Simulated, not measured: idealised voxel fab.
Title: Process Module voxel wiring stack
For reference, the cross-section in this document is cut, with width 240 nm and square cells of 5 nm.
Cross-section spec: square-cell grid; bands listed top down; each band is one or more rows.
Top, bottom (nm), then materials left to right with widths (nm); lone material tagged "throughout" fills the whole band edge to edge; "air" = empty space.
We count height from 0. Below that, the starting wafer is all one material. The lowest band never ends at the bottom but goes on down; see "top 0, no bottom" for how that is written.
Width: "30 to 40" (first number = top row, second number = bottom row, same change from row to row of cells).
Key: "nothing different" - step with no changed cell in the cross-section.
Empty spaces counting at least 8 cells and having no open way to the top are listed in "Enclosed void listing". The notation width x height at distance is used for each, the distance being from the left edge and all three values in nm.
On a step's line, text after the settings is the simulator commenting on that step.
What "overlay nm" on a step's line means: if the step has a mask, that mask lay this far to the right of its planned place, or, when the value is negative, to the left.
List of planned process steps:
| 1 | RECEIVE, material Si |
| 2 | CONFORMAL_DEP, material SiO2, thk nm 10 |
| 3 | DIRECTIONAL_DEP, material TiN, thk nm 5 |
| 4 | DIRECTIONAL_DEP, material Ru, thk nm 15 |
| 5 | DIRECTIONAL_DEP, material aC, thk nm 10 |
| 6 | PATTERN, tone cover, mask id METAL_1, material resist, width nm 20, pitch nm 50, thk nm 30, overlay nm 0 |
| 7 | DIRECTIONAL_ETCH, etch materials aC, depth nm 10 |
| 8 | STRIP, etch materials resist |
| 9 | DIRECTIONAL_ETCH, etch materials Ru, depth nm 15 |
| 10 | DIRECTIONAL_ETCH, etch materials TiN, depth nm 5 |
| 11 | STRIP, etch materials aC |
| 12 | CONFORMAL_DEP, material SiN, thk nm 5 |
| 13 | FILL_DEP, material SiO2, thk nm 10 |
| 14 | CMP, height nm 30 |
| 15 | CONFORMAL_DEP, material SiCN, thk nm 5 |
| 16 | DIRECTIONAL_DEP, material lowk, thk nm 10 |
| 17 | PATTERN, tone open, mask id PLUG_1, material resist, width nm 15, pitch nm 50, thk nm 15, overlay nm 0 |
| 18 | DIRECTIONAL_ETCH, etch materials lowk, depth nm 10 |
| 19 | DIRECTIONAL_ETCH, etch materials SiCN, depth nm 5 |
| 20 | STRIP, etch materials resist |
| 21 | EPI, material Ru, thk nm 10 |
| 22 | EPI, material Ru, thk nm 5 |
| 23 | CONFORMAL_DEP, material SiN, thk nm 5 |
| 24 | DIRECTIONAL_DEP, material SiO2, thk nm 20 |
| 25 | PATTERN, tone open, mask id METAL_2, material resist, width nm 20, pitch nm 50, thk nm 15, overlay nm 0 |
| 26 | DIRECTIONAL_ETCH, etch materials SiO2, depth nm 20 |
| 27 | DIRECTIONAL_ETCH, etch materials SiN, depth nm 5 |
| 28 | STRIP, etch materials resist |
| 29 | CONFORMAL_DEP, material TiN, thk nm 5 |
| 30 | FILL_DEP, material Cu, thk nm 5 |
| 31 | CMP, height nm 70 |
| 32 | EPI, material Ru, thk nm 5 |
| 33 | FILL_DEP, material SiCN, thk nm 5 |
| 34 | DIRECTIONAL_DEP, material SiO2, thk nm 15 |
| 35 | MASKED_ETCH, tone open, mask id PLUG_2, width nm 15, pitch nm 50, etch materials SiO2, depth nm 15, overlay nm 0 |
| 36 | MASKED_ETCH, tone open, mask id PLUG_2, width nm 15, pitch nm 50, etch materials SiCN, depth nm 5, overlay nm 0 |
| 37 | EPI, material Ru, thk nm 10 |
| 38 | EPI, material Ru, thk nm 10 |
| 39 | DIRECTIONAL_DEP, material TiN, thk nm 5 |
| 40 | DIRECTIONAL_DEP, material Ru, thk nm 25 |
| 41 | MASKED_ETCH, tone cover, mask id METAL_3, width nm 20, pitch nm 50, etch materials Ru, depth nm 25, overlay nm 0 |
| 42 | MASKED_ETCH, tone cover, mask id METAL_3, width nm 20, pitch nm 50, etch materials TiN, depth nm 5, overlay nm 0 |
| 43 | FILL_DEP, material lowk, thk nm 5 |
| 44 | CMP, height nm 125 |
| 45 | CONFORMAL_DEP, material SiN, thk nm 5 |
So this is the incoming wafer in cross-section - it's already been through step 1:
* top 0, no bottom  Si throughout
* Enclosed void listing: none
As-planned run: cross-section of the first of two wafers at end of module:
* top 130, bottom 125  SiN throughout
* top 125, bottom 100  lowk 60, Ru 20, lowk 30, Ru 20, lowk 30, Ru 20, lowk 60
* top 100, bottom 95  lowk 60, TiN 20, lowk 30, TiN 20, lowk 30, TiN 20, lowk 60
* top 95, bottom 80  SiO2 60, Ru 15, SiO2 35, Ru 15, SiO2 35, Ru 15, SiO2 65
* top 80, bottom 70  SiCN 60 to 55, Ru 15 to 30, SiCN 35 to 20, Ru 15 to 30, SiCN 35 to 20, Ru 15 to 30, SiCN 65 to 55
* top 70, bottom 50  SiO2 60, TiN 5, Cu 10, TiN 5, SiO2 30, TiN 5, Cu 10, TiN 5, SiO2 30, TiN 5, Cu 10, TiN 5, SiO2 60
* top 50, bottom 45  SiN 60, TiN 20, SiN 30, TiN 20, SiN 30, TiN 20, SiN 60
* top 45, bottom 35  lowk 60, Ru 15, lowk 35, Ru 15, lowk 35, Ru 15, lowk 65
* top 35, bottom 30  SiCN 60, Ru 15, SiCN 35, Ru 15, SiCN 35, Ru 15, SiCN 65
* top 30, bottom 15  SiO2 55, SiN 5, Ru 20, SiN 5, SiO2 20, SiN 5, Ru 20, SiN 5, SiO2 20, SiN 5, Ru 20, SiN 5, SiO2 55
* top 15, bottom 10  SiN 60, TiN 20, SiN 30, TiN 20, SiN 30, TiN 20, SiN 60
* top 10, bottom 0  SiO2 throughout
* top 0, no bottom  Si throughout
* Enclosed void listing: none
Second wafer through the module, sectioned at the end: same beginning and same plan as the first wafer, with one mistake in carrying it out:
* top 130, bottom 125  SiN throughout
* top 125, bottom 100  lowk 60, Ru 20, lowk 30, Ru 20, lowk 30, Ru 20, lowk 60
* top 100, bottom 95  lowk 60, TiN 20, lowk 30, TiN 20, lowk 30, TiN 20, lowk 60
* top 95, bottom 80  SiO2 60, Ru 15, SiO2 35, Ru 15, SiO2 35, Ru 15, SiO2 65
* top 80, bottom 75  SiCN 60, Ru 15, SiCN 35, Ru 15, SiCN 35, Ru 15, SiCN 65
* top 75, bottom 70  Ru throughout
* top 70, bottom 65  Cu throughout
* top 65, bottom 60  TiN 65, Cu 10, TiN 40, Cu 10, TiN 40, Cu 10, TiN 65
* top 60, bottom 40  SiO2 60, TiN 5, Cu 10, TiN 5, SiO2 30, TiN 5, Cu 10, TiN 5, SiO2 30, TiN 5, Cu 10, TiN 5, SiO2 60
* top 40, bottom 35  SiN 60, TiN 20, SiN 30, TiN 20, SiN 30, TiN 20, SiN 60
* top 35, bottom 25  lowk 60, Ru 15, lowk 35, Ru 15, lowk 35, Ru 15, lowk 65
* top 25, bottom 20  SiCN 60, Ru 15, SiCN 35, Ru 15, SiCN 35, Ru 15, SiCN 65
* top 20, bottom 15  SiO2 55, SiN 5, Ru 20, SiN 5, SiO2 20, SiN 5, Ru 20, SiN 5, SiO2 20, SiN 5, Ru 20, SiN 5, SiO2 55
* top 15, bottom 10  SiN 60, TiN 20, SiN 30, TiN 20, SiN 30, TiN 20, SiN 60
* top 10, bottom 0  SiO2 throughout
* top 0, no bottom  Si throughout
* Enclosed void listing: none
It is concluded that the wafer was processed incorrectly with respect to the plan, in that step 14 went in with a setting other than planned; the actual run was CMP, height nm 20
It is noted that, at the conclusion of processing, the second wafer exhibits a higher or lower cell count for certain materials relative to the first: +54 Cu; +6 Ru; -30 SiCN; -12 SiN; -60 SiO2; +42 TiN
